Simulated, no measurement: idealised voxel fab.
Name of the process module below: voxel capacitor over wiring
We display cut, a cross-section 160 nm in width whose square cells are each 5 nm.
Format of a cross-section: grid, square cells. Given as bands. Order: top down. Band: one or more rows of cells. Per band: top height and bottom height in nm, followed by the left-to-right materials and their widths in nm; "full width" marks a single material spanning edge to edge, "air" marks empty space. Zero point of the height axis is 0; under it, received wafer = one material. Lowest band: continues down indefinitely, "0 and below". Think of "30 to 40" as a width that walks from the first number to the second as you go down the band, top row to bottom row, taking equal-sized steps from row to row. Reading "nothing different" for a step: not a cell of the cross-section changed in it. "Unvented internal voids" contains a list of empty spaces, each no smaller than 8 cells and without an open way to the top, written in the form width x height at distance with the distance from the left edge and all three in nm. after a step's settings: what the simulator itself notes on the step. The line of a step may include "overlay nm". On a step with a mask, this value is how far to the right of its planned place the mask lay. A negative value means the mask lay to the left.

List of planned process steps:
1 RECEIVE: material Si
2 CONFORMAL_DEP: material SiO2, thk nm 10
3 DIRECTIONAL_DEP: material TiN, thk nm 5
4 DIRECTIONAL_DEP: material Ru, thk nm 15
5 MASKED_ETCH: tone cover, mask id METAL_1, width nm 20, pitch nm 90, etch materials Ru, depth nm 15, overlay nm 0
6 MASKED_ETCH: tone cover, mask id METAL_1, width nm 20, pitch nm 90, etch materials TiN, depth nm 5, overlay nm 0
7 CONFORMAL_DEP: material SiN, thk nm 5
8 FILL_DEP: material lowk, thk nm 5
9 CMP: height nm 30
10 CONFORMAL_DEP: material SiCN, thk nm 5
11 DIRECTIONAL_DEP: material lowk, thk nm 20
12 DIRECTIONAL_DEP: material aC, thk nm 10
13 PATTERN: tone open, mask id PLUG_1, material resist, width nm 15, thk nm 25, overlay nm 0
14 DIRECTIONAL_ETCH: etch materials aC, depth nm 10
15 STRIP: etch materials resist
16 DIRECTIONAL_ETCH: etch materials lowk, depth nm 20
17 DIRECTIONAL_ETCH: etch materials SiCN, depth nm 5
18 STRIP: etch materials aC
19 EPI: material Ru, thk nm 10
20 EPI: material Ru, thk nm 10
21 EPI: material Ru, thk nm 5
22 DIRECTIONAL_DEP: material TiN, thk nm 10
23 DIRECTIONAL_DEP: material Al2O3, thk nm 5
24 DIRECTIONAL_DEP: material TiN, thk nm 10
25 MASKED_ETCH: tone cover, mask id UPPER_PLATE, width nm 75, etch materials TiN, depth nm 10, overlay nm 0
26 MASKED_ETCH: tone cover, mask id UPPER_PLATE, width nm 75, etch materials Al2O3, depth nm 5, overlay nm 0
27 DIRECTIONAL_DEP: material aC, thk nm 15
28 PATTERN: tone cover, mask id LOWER_PLATE, material resist, width nm 85, thk nm 35, overlay nm -10
29 DIRECTIONAL_ETCH: etch materials aC, depth nm 15
30 STRIP: etch materials resist
31 DIRECTIONAL_ETCH: etch materials TiN, depth nm 10
32 STRIP: etch materials aC
33 FILL_DEP: material SiO2, thk nm 20
34 CMP: height nm 95
35 PATTERN: tone open, mask id PLUG_2, material resist, width nm 15, thk nm 20, overlay nm 0
36 DIRECTIONAL_ETCH: etch materials SiO2, depth nm 15
37 STRIP: etch materials resist
38 CONFORMAL_DEP: material TiN, thk nm 5
39 FILL_DEP: material Cu, thk nm 5
40 CMP: height nm 95
41 CONFORMAL_DEP: material SiCN, thk nm 5
Be aware that, although all wafers share a common starting state, the overlay nm at step 28 differs among them, and the plan displays the first wafer's value.

The as-received cross-section of the first of several wafers corresponds to the state after step 1:
    0 and below  Si full width
    Unvented internal voids: none

The following table contains a row per wafer, in which are reported, at the conclusion of the module, the cells of each material gained (+) or lost (-) since the wafer's receipt, with its closed voids given thereafter:
overlay nm -10; +15 Al2O3; +2 Cu; +39 Ru; +61 SiCN; +36 SiN; +232 SiO2; +79 TiN; +176 lowk; Unvented internal voids: none
overlay nm -5; +15 Al2O3; +2 Cu; +39 Ru; +61 SiCN; +36 SiN; +232 SiO2; +79 TiN; +176 lowk; Unvented internal voids: none
overlay nm 0; +15 Al2O3; +2 Cu; +39 Ru; +61 SiCN; +36 SiN; +232 SiO2; +79 TiN; +176 lowk; Unvented internal voids: none
overlay nm 5; +15 Al2O3; +2 Cu; +39 Ru; +61 SiCN; +36 SiN; +232 SiO2; +79 TiN; +176 lowk; Unvented internal voids: none
overlay nm 10; +15 Al2O3; +2 Cu; +39 Ru; +61 SiCN; +36 SiN; +232 SiO2; +79 TiN; +176 lowk; Unvented internal voids: none
overlay nm 15; +15 Al2O3; +2 Cu; +39 Ru; +61 SiCN; +36 SiN; +232 SiO2; +79 TiN; +176 lowk; Unvented internal voids: none
